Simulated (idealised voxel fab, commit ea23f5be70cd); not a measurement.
Process module name: voxel wiring stack
Cross-section cut spans 170 nm and uses square cells 5 nm in size.
Think of the cross-section as a grid of square cells. We describe it in bands, top to bottom, and each band covers one or more rows of those cells.
Look at the band entry: it leads with the top's height and the bottom's height in nm. Then it lists the materials left to right, with a width in nm for each. The word "everywhere" on a single material says that material fills the band edge to edge. The word "air" is empty space.
For the purposes of this specification, 0 denotes the height below which the wafer in its as-received condition is composed wholly of one material, and the lowermost band, lacking a lower limit, extends downward without end, as expressed in "0 nm and below".
With a width like "30..40", each row of cells in the band differs from the next by the same amount, the top row carrying the first number and the bottom row the second.
"nothing altered" (step): cross-section cells unchanged, all of them.
In "Fully closed voids" the enclosed voids are listed, meaning empty spaces of 8 cells or larger without any opening to the top. The form is width x height at distance, distance from the left edge, units nm.
That trailing text on a step's line, after the settings, is the simulator's own remark on the step.
overlay nm: mask right of planned place by this much (step with mask). Neg. = left.

# Steps planned for the process
1,RECEIVE [material Si]
2,CONFORMAL_DEP [material SiO2] [thk nm 15]
3,DIRECTIONAL_DEP [material TiN] [thk nm 5]
4,DIRECTIONAL_DEP [material Ru] [thk nm 15]
5,PATTERN [tone cover] [mask id METAL_1] [material resist] [width nm 25] [pitch nm 40] [thk nm 15] [overlay nm 0]
6,DIRECTIONAL_ETCH [etch materials Ru] [depth nm 15]
7,DIRECTIONAL_ETCH [etch materials TiN] [depth nm 5]
8,STRIP [etch materials resist]
9,CONFORMAL_DEP [material SiCN] [thk nm 5]
10,FILL_DEP [material lowk] [thk nm 10]
11,CMP [height nm 35]
12,CONFORMAL_DEP [material SiCN] [thk nm 5]
13,DIRECTIONAL_DEP [material lowk] [thk nm 10]
14,PATTERN [tone open] [mask id PLUG_1] [material resist] [width nm 15] [thk nm 20] [overlay nm 0]
15,DIRECTIONAL_ETCH [etch materials lowk] [depth nm 10]
16,DIRECTIONAL_ETCH [etch materials SiCN] [depth nm 5]
17,STRIP [etch materials resist]
18,CONFORMAL_DEP [material TiN] [thk nm 5]
19,FILL_DEP [material W] [thk nm 10]
20,CMP [height nm 50]
21,DIRECTIONAL_DEP [material TiN] [thk nm 5]
22,DIRECTIONAL_DEP [material Ru] [thk nm 25]
23,DIRECTIONAL_DEP [material aC] [thk nm 15]
24,PATTERN [tone cover] [mask id METAL_2] [material resist] [width nm 25] [pitch nm 40] [thk nm 30] [overlay nm 0]
25,DIRECTIONAL_ETCH [etch materials aC] [depth nm 15]
26,STRIP [etch materials resist]
27,DIRECTIONAL_ETCH [etch materials Ru] [depth nm 25]
28,DIRECTIONAL_ETCH [etch materials TiN] [depth nm 5]
29,STRIP [etch materials aC]
30,FILL_DEP [material lowk] [thk nm 5]
31,CMP [height nm 80]
32,CONFORMAL_DEP [material SiCN] [thk nm 5]
33,DIRECTIONAL_DEP [material SiO2] [thk nm 25]
34,PATTERN [tone open] [mask id METAL_3_HOLES] [material resist] [width nm 15] [thk nm 15] [overlay nm 0]
35,DIRECTIONAL_ETCH [etch materials SiO2] [depth nm 25]
36,STRIP [etch materials resist]
37,PATTERN [tone open] [mask id METAL_3] [material resist] [width nm 25] [pitch nm 40] [thk nm 15] [overlay nm 0]
38,DIRECTIONAL_ETCH [etch materials SiO2] [depth nm 15]
39,DIRECTIONAL_ETCH [etch materials SiCN] [depth nm 5]
40,STRIP [etch materials resist]
41,CONFORMAL_DEP [material TiN] [thk nm 5]
42,FILL_DEP [material Cu] [thk nm 10]
43,CMP [height nm 110]
44,CONFORMAL_DEP [material SiN] [thk nm 5]

# This is the cross-section of the wafer as we received it, i.e. after step 1
	0 nm and below | Si everywhere
	Fully closed voids: none

# The module was run from the start shown above using the plan shown above, but one mistake was made doing it; the resulting wafer cross-section is below
	115 nm to 110 nm | SiN everywhere
	110 nm to 100 nm | 50 SiO2; 5 TiN; 15 Cu; 5 TiN; 15 SiO2; 5 TiN; 15 Cu; 5 TiN; 55 SiO2
	100 nm to 95 nm | 50 SiO2; 5 TiN; 5 Cu; 15 TiN; 15 SiO2; 25 TiN; 55 SiO2
	95 nm to 85 nm | 50 SiO2; 5 TiN; 5 Cu; 5 TiN; 105 SiO2
	85 nm to 80 nm | 50 SiCN; 15 TiN; 105 SiCN
	80 nm to 70 nm | 50 lowk; 25 Ru; 15 lowk; 25 Ru; 55 lowk
	70 nm to 65 nm | 50 lowk; 25 TiN; 15 lowk; 25 TiN; 55 lowk
	65 nm to 55 nm | W everywhere
	55 nm to 50 nm | 55 TiN; 5 W; 110 TiN
	50 nm to 40 nm | 50 lowk; 5 TiN; 5 W; 5 TiN; 105 lowk
	40 nm to 35 nm | 50 SiCN; 15 TiN; 105 SiCN
	35 nm to 20 nm | 45 lowk; 5 SiCN; 25 Ru; 5 SiCN; 5 lowk; 5 SiCN; 25 Ru; 5 SiCN; 50 lowk
	20 nm to 15 nm | 50 SiCN; 25 TiN; 15 SiCN; 25 TiN; 55 SiCN
	15 nm to 0 nm | SiO2 everywhere
	0 nm and below | Si everywhere
	Fully closed voids: none
Deviation from plan: step 20 of the plan was excluded from execution and never run
